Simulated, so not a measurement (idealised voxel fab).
voxel transistor to metal: a process module
This is section cut - it's 215 nm across, gridded in 5 nm square cells.
Think of the cross-section as a grid of square cells. We describe it in bands, top to bottom, and each band covers one or more rows of those cells. For a band, the entry starts with two heights in nm, that of the top and then that of the bottom, and carries on with the band's materials in order from left to right, each alongside its width in nm; the word "full width" beside a single material means it fills the band edge to edge, and "empty" means empty space. Convention: height 0 is the level below which the wafer, as received, is all one material. The lowest band does not terminate at the bottom but continues downward, represented as "0 down". The notation "30 to 40" denotes a width that varies across the rows of cells in the band, beginning at the first number in the top row, finishing at the second number in the bottom row, and changing by an identical amount from each row to the next. Where a step carries "no modifications", the cross-section came out of it unchanged, cell for cell. Basically, "Sealed void list" tells you about the enclosed voids: empty spaces with no open way to the top, 8 cells or bigger, each written width x height at distance, where distance is from the left edge, all in nm. Step line, after settings: the simulator's comment on this step. Regarding "overlay nm": on a step with a mask, it is the distance the mask lay to the right of its planned place; a negative value places it to the left.

Planned step list for the process:
1. RECEIVE with material Si
2. OXIDIZE with depth nm 5
3. CONFORMAL_DEP with material SiN, thk nm 10
4. DIRECTIONAL_DEP with material aC, thk nm 10
5. PATTERN with tone cover, mask id ACTIVE, material resist, width nm 110, thk nm 25, overlay nm 0
6. DIRECTIONAL_ETCH with etch materials aC, depth nm 10
7. STRIP with etch materials resist
8. DIRECTIONAL_ETCH with etch materials SiN, depth nm 10
9. DIRECTIONAL_ETCH with etch materials SiO2, depth nm 5
10. DIRECTIONAL_ETCH with etch materials Si, depth nm 35
11. STRIP with etch materials aC
12. OXIDIZE with depth nm 5
13. FILL_DEP with material SiO2, thk nm 10
14. CMP with height nm 10
15. SELECTIVE_ETCH with etch materials SiO2, depth nm 10
16. STRIP with etch materials SiN
17. SELECTIVE_ETCH with etch materials SiO2, depth nm 5
18. OXIDIZE with depth nm 5
19. DIRECTIONAL_DEP with material polySi, thk nm 25
20. DIRECTIONAL_DEP with material SiCN, thk nm 10
21. MASKED_ETCH with tone cover, mask id GATE, width nm 30, etch materials SiCN, depth nm 20, overlay nm 0
22. MASKED_ETCH with tone cover, mask id GATE, width nm 30, etch materials polySi, depth nm 35, overlay nm 0
23. CONFORMAL_DEP with material SiO2, thk nm 5
24. DIRECTIONAL_ETCH with etch materials SiO2, depth nm 5
25. CONFORMAL_DEP with material SiN, thk nm 5
26. DIRECTIONAL_ETCH with etch materials SiN, depth nm 5
27. DIRECTIONAL_ETCH with etch materials SiO2, depth nm 5
28. DIRECTIONAL_ETCH with etch materials Si, depth nm 15
29. EPI with material SiGe, thk nm 20
30. FILL_DEP with material SiO2, thk nm 5
31. CMP with height nm 20
32. STRIP with etch materials polySi
33. SELECTIVE_ETCH with etch materials SiO2, depth nm 5
34. CONFORMAL_DEP with material HfO2, thk nm 5
35. CONFORMAL_DEP with material TiN, thk nm 5
36. FILL_DEP with material W, thk nm 10
37. CMP with height nm 15
38. DIRECTIONAL_DEP with material SiO2, thk nm 10
39. PATTERN with tone open, mask id CONTACT, material resist, width nm 15, pitch nm 75, thk nm 15, overlay nm 0
40. DIRECTIONAL_ETCH with etch materials SiO2, depth nm 15
41. STRIP with etch materials resist
42. CONFORMAL_DEP with material TiN, thk nm 5
43. FILL_DEP with material W, thk nm 10
44. CMP with height nm 25
45. CONFORMAL_DEP with material SiCN, thk nm 5
46. DIRECTIONAL_DEP with material lowk, thk nm 25
47. MASKED_ETCH with tone open, mask id METAL_1, width nm 15, pitch nm 75, etch materials lowk, depth nm 25, overlay nm 0
48. MASKED_ETCH with tone open, mask id METAL_1, width nm 15, pitch nm 75, etch materials SiCN, depth nm 5, overlay nm 0
49. CONFORMAL_DEP with material TiN, thk nm 5
50. FILL_DEP with material W, thk nm 10
51. CMP with height nm 55
52. CONFORMAL_DEP with material SiCN, thk nm 5

This is the cross-section of the wafer as we received it, i.e. after step 1:
- 0 down | Si full width
- Sealed void list: none

Starting structure and process plan are as shown above, but one mistake was made in running the module; the wafer cross-section at the end of the module follows:
- 60 to 55 | SiCN full width
- 55 to 30 | lowk 60; TiN 5; W 5; TiN 5; lowk 60; TiN 5; W 5; TiN 5; lowk 65
- 30 to 25 | SiCN 60; TiN 15; SiCN 60; TiN 15; SiCN 65
- 25 to 15 | SiO2 60; TiN 5; W 5; TiN 5; SiO2 60; TiN 5; W 5; TiN 5; SiO2 65
- 15 to 10 | SiO2 60; TiN 15; SiO2 5; SiN 5; HfO2 5; TiN 5; W 20; TiN 5; HfO2 5; SiN 5; SiO2 5; TiN 15; SiO2 65
- 10 to 0 | SiO2 60; SiGe 20; SiN 5; HfO2 5; TiN 5; W 20; TiN 5; HfO2 5; SiN 5; SiGe 20; SiO2 65
- 0 to -5 | SiO2 45; SiGe 35; SiN 5; HfO2 5; TiN 30; HfO2 5; SiN 5; SiGe 35; SiO2 50
- -5 to -10 | SiO2 45; SiGe 35; SiO2 5; HfO2 40; SiO2 5; SiGe 35; SiO2 50
- -10 to -20 | SiO2 55; SiGe 25; Si 50; SiGe 25; SiO2 60
- -20 to -45 | SiO2 55; Si 100; SiO2 60
- -45 down | Si full width
- Sealed void list: none
Finding, execution versus plan: contrary to plan, step 28 was performed as DIRECTIONAL_ETCH with etch materials Si, depth nm 10
